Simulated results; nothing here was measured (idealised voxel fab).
process module | voxel self aligned contacts
cross-section cut | 260 nm wide | cells 5 nm
A cross-section is a grid of square cells, given in bands from the top down. A band is one or more rows of cells.
Each band's line starts with the height of the band's top and of its bottom, in nm. Then come its materials from left to right, each with its width in nm. One material with "throughout" fills the band from edge to edge. "air" is empty space.
Height 0 is the level under which the wafer as received is all one material. The lowest band goes on downwards, as in "0 down".
A width such as "30 to 40" changes by the same amount from each row of cells to the next, from the band's top row to its bottom row.
"no change" after a step means that no cell of the cross-section changed.
closed voids: empty space of 8 cells or more with no open way to the top, each as width x height at its distance from the left edge, in nm
after a step's settings: what the simulator itself notes on the step
overlay nm, on a step with a mask: how far to the right of its planned place the mask lay; to the left if negative
plan
1 op RECEIVE | material Si
2 op CONFORMAL_DEP | material SiO2 | thk nm 5
3 op DIRECTIONAL_DEP | material polySi | thk nm 30
4 op DIRECTIONAL_DEP | material SiN | thk nm 25
5 op MASKED_ETCH | tone cover | mask id GATE | width nm 25 | pitch nm 60 | etch materials SiN | depth nm 25 | overlay nm 0
6 op MASKED_ETCH | tone cover | mask id GATE | width nm 25 | pitch nm 60 | etch materials polySi | depth nm 30 | overlay nm 0
7 op CONFORMAL_DEP | material SiN | thk nm 10
8 op DIRECTIONAL_ETCH | etch materials SiN | depth nm 10
9 op FILL_DEP | material SiO2 | thk nm 15
10 op CMP | height nm 65
11 op MASKED_ETCH | tone open | mask id CONTACT | width nm 45 | pitch nm 60 | etch materials SiO2 | depth nm 65 | overlay nm 0
12 op CONFORMAL_DEP | material TiN | thk nm 5
13 op FILL_DEP | material W | thk nm 5
14 op CMP | height nm 65
15 op CONFORMAL_DEP | material SiCN | thk nm 5
first wafer, as planned
as received, after step 1
  0 down: Si throughout
  closed voids: none
after step 2
  5 to 0: SiO2 throughout
  below 0: unchanged
after step 3
  35 to 5: polySi throughout
  below 5: unchanged
after step 4
  60 to 35: SiN throughout
  below 35: unchanged
after step 5
  60 to 35: air 55 | SiN 25 | air 35 | SiN 25 | air 35 | SiN 25 | air 60
  below 35: unchanged
after step 6
  60 to 35: air 55 | SiN 25 | air 35 | SiN 25 | air 35 | SiN 25 | air 60
  35 to 5: air 55 | polySi 25 | air 35 | polySi 25 | air 35 | polySi 25 | air 60
  below 5: unchanged
after step 7
  70 to 35: air 45 | SiN 45 | air 15 | SiN 45 | air 15 | SiN 45 | air 50
  35 to 15: air 45 | SiN 10 | polySi 25 | SiN 10 | air 15 | SiN 10 | polySi 25 | SiN 10 | air 15 | SiN 10 | polySi 25 | SiN 10 | air 50
  15 to 5: SiN 55 | polySi 25 | SiN 35 | polySi 25 | SiN 35 | polySi 25 | SiN 60
  below 5: unchanged
after step 8
  60 to 35: air 45 | SiN 45 | air 15 | SiN 45 | air 15 | SiN 45 | air 50
  35 to 5: air 45 | SiN 10 | polySi 25 | SiN 10 | air 15 | SiN 10 | polySi 25 | SiN 10 | air 15 | SiN 10 | polySi 25 | SiN 10 | air 50
  below 5: unchanged
after step 9
  75 to 60: SiO2 throughout
  60 to 35: SiO2 45 | SiN 45 | SiO2 15 | SiN 45 | SiO2 15 | SiN 45 | SiO2 50
  35 to 5: SiO2 45 | SiN 10 | polySi 25 | SiN 10 | SiO2 15 | SiN 10 | polySi 25 | SiN 10 | SiO2 15 | SiN 10 | polySi 25 | SiN 10 | SiO2 50
  below 5: unchanged
after step 10
  65 to 60: SiO2 throughout
  below 60: unchanged
after step 11
  65 to 60: SiO2 75 | air 45 | SiO2 15 | air 45 | SiO2 80
  60 to 35: SiO2 45 | SiN 45 | air 15 | SiN 45 | air 15 | SiN 45 | SiO2 50
  35 to 5: SiO2 45 | SiN 10 | polySi 25 | SiN 10 | air 15 | SiN 10 | polySi 25 | SiN 10 | air 15 | SiN 10 | polySi 25 | SiN 10 | SiO2 50
  5 to 0: SiO2 90 | air 15 | SiO2 45 | air 15 | SiO2 95
  below 0: unchanged
after step 12
  70 to 65: TiN 80 | air 35 | TiN 25 | air 35 | TiN 85
  65 to 60: SiO2 75 | TiN 20 | air 5 | TiN 20 | SiO2 15 | TiN 20 | air 5 | TiN 20 | SiO2 80
  60 to 35: SiO2 45 | SiN 45 | TiN 5 | air 5 | TiN 5 | SiN 45 | TiN 5 | air 5 | TiN 5 | SiN 45 | SiO2 50
  35 to 5: SiO2 45 | SiN 10 | polySi 25 | SiN 10 | TiN 5 | air 5 | TiN 5 | SiN 10 | polySi 25 | SiN 10 | TiN 5 | air 5 | TiN 5 | SiN 10 | polySi 25 | SiN 10 | SiO2 50
  5 to 0: SiO2 90 | TiN 15 | SiO2 45 | TiN 15 | SiO2 95
  below 0: unchanged
after step 13
  75 to 70: W throughout
  70 to 65: TiN 80 | W 35 | TiN 25 | W 35 | TiN 85
  65 to 60: SiO2 75 | TiN 20 | W 5 | TiN 20 | SiO2 15 | TiN 20 | W 5 | TiN 20 | SiO2 80
  60 to 35: SiO2 45 | SiN 45 | TiN 5 | W 5 | TiN 5 | SiN 45 | TiN 5 | W 5 | TiN 5 | SiN 45 | SiO2 50
  35 to 5: SiO2 45 | SiN 10 | polySi 25 | SiN 10 | TiN 5 | W 5 | TiN 5 | SiN 10 | polySi 25 | SiN 10 | TiN 5 | W 5 | TiN 5 | SiN 10 | polySi 25 | SiN 10 | SiO2 50
  below 5: unchanged
after step 14
  65 to 60: SiO2 75 | TiN 20 | W 5 | TiN 20 | SiO2 15 | TiN 20 | W 5 | TiN 20 | SiO2 80
  below 60: unchanged
after step 15
  70 to 65: SiCN throughout
  below 65: unchanged
second wafer: like start, like plan, one mistake. Through step 2 it matches the first wafer
when step 3 should have ended
  30 to 5: SiN throughout
  below 5: unchanged
when step 4 should have ended
  60 to 30: polySi throughout
  below 30: unchanged
when step 5 should have ended: no change
when step 6 should have ended
  60 to 30: air 55 | polySi 25 | air 35 | polySi 25 | air 35 | polySi 25 | air 60
  below 30: unchanged
when step 7 should have ended
  70 to 60: air 45 | SiN 45 | air 15 | SiN 45 | air 15 | SiN 45 | air 50
  60 to 40: air 45 | SiN 10 | polySi 25 | SiN 10 | air 15 | SiN 10 | polySi 25 | SiN 10 | air 15 | SiN 10 | polySi 25 | SiN 10 | air 50
  40 to 30: SiN 55 | polySi 25 | SiN 35 | polySi 25 | SiN 35 | polySi 25 | SiN 60
  below 30: unchanged
when step 8 should have ended
  60 to 30: air 45 | SiN 10 | polySi 25 | SiN 10 | air 15 | SiN 10 | polySi 25 | SiN 10 | air 15 | SiN 10 | polySi 25 | SiN 10 | air 50
  below 30: unchanged
when step 9 should have ended
  75 to 60: SiO2 throughout
  60 to 30: SiO2 45 | SiN 10 | polySi 25 | SiN 10 | SiO2 15 | SiN 10 | polySi 25 | SiN 10 | SiO2 15 | SiN 10 | polySi 25 | SiN 10 | SiO2 50
  below 30: unchanged
when step 10 should have ended
  65 to 60: SiO2 throughout
  below 60: unchanged
when step 11 should have ended
  65 to 60: SiO2 75 | air 45 | SiO2 15 | air 45 | SiO2 80
  60 to 30: SiO2 45 | SiN 10 | polySi 25 | SiN 10 | air 15 | SiN 10 | polySi 25 | SiN 10 | air 15 | SiN 10 | polySi 25 | SiN 10 | SiO2 50
  below 30: unchanged
when step 12 should have ended
  70 to 65: TiN 80 | air 35 | TiN 25 | air 35 | TiN 85
  65 to 60: SiO2 75 | TiN 20 | air 5 | TiN 20 | SiO2 15 | TiN 20 | air 5 | TiN 20 | SiO2 80
  60 to 35: SiO2 45 | SiN 10 | polySi 25 | SiN 10 | TiN 5 | air 5 | TiN 5 | SiN 10 | polySi 25 | SiN 10 | TiN 5 | air 5 | TiN 5 | SiN 10 | polySi 25 | SiN 10 | SiO2 50
  35 to 30: SiO2 45 | SiN 10 | polySi 25 | SiN 10 | TiN 15 | SiN 10 | polySi 25 | SiN 10 | TiN 15 | SiN 10 | polySi 25 | SiN 10 | SiO2 50
  below 30: unchanged
when step 13 should have ended
  75 to 70: W throughout
  70 to 65: TiN 80 | W 35 | TiN 25 | W 35 | TiN 85
  65 to 60: SiO2 75 | TiN 20 | W 5 | TiN 20 | SiO2 15 | TiN 20 | W 5 | TiN 20 | SiO2 80
  60 to 35: SiO2 45 | SiN 10 | polySi 25 | SiN 10 | TiN 5 | W 5 | TiN 5 | SiN 10 | polySi 25 | SiN 10 | TiN 5 | W 5 | TiN 5 | SiN 10 | polySi 25 | SiN 10 | SiO2 50
  below 35: unchanged
when step 14 should have ended
  65 to 60: SiO2 75 | TiN 20 | W 5 | TiN 20 | SiO2 15 | TiN 20 | W 5 | TiN 20 | SiO2 80
  below 60: unchanged
when step 15 should have ended
  70 to 65: SiCN throughout
  below 65: unchanged
what went wrong: steps 3 and 4 were swapped
at the end the second wafer has, in cells: 125 more of SiN | 89 fewer of SiO2 | 24 fewer of TiN | 12 fewer of W
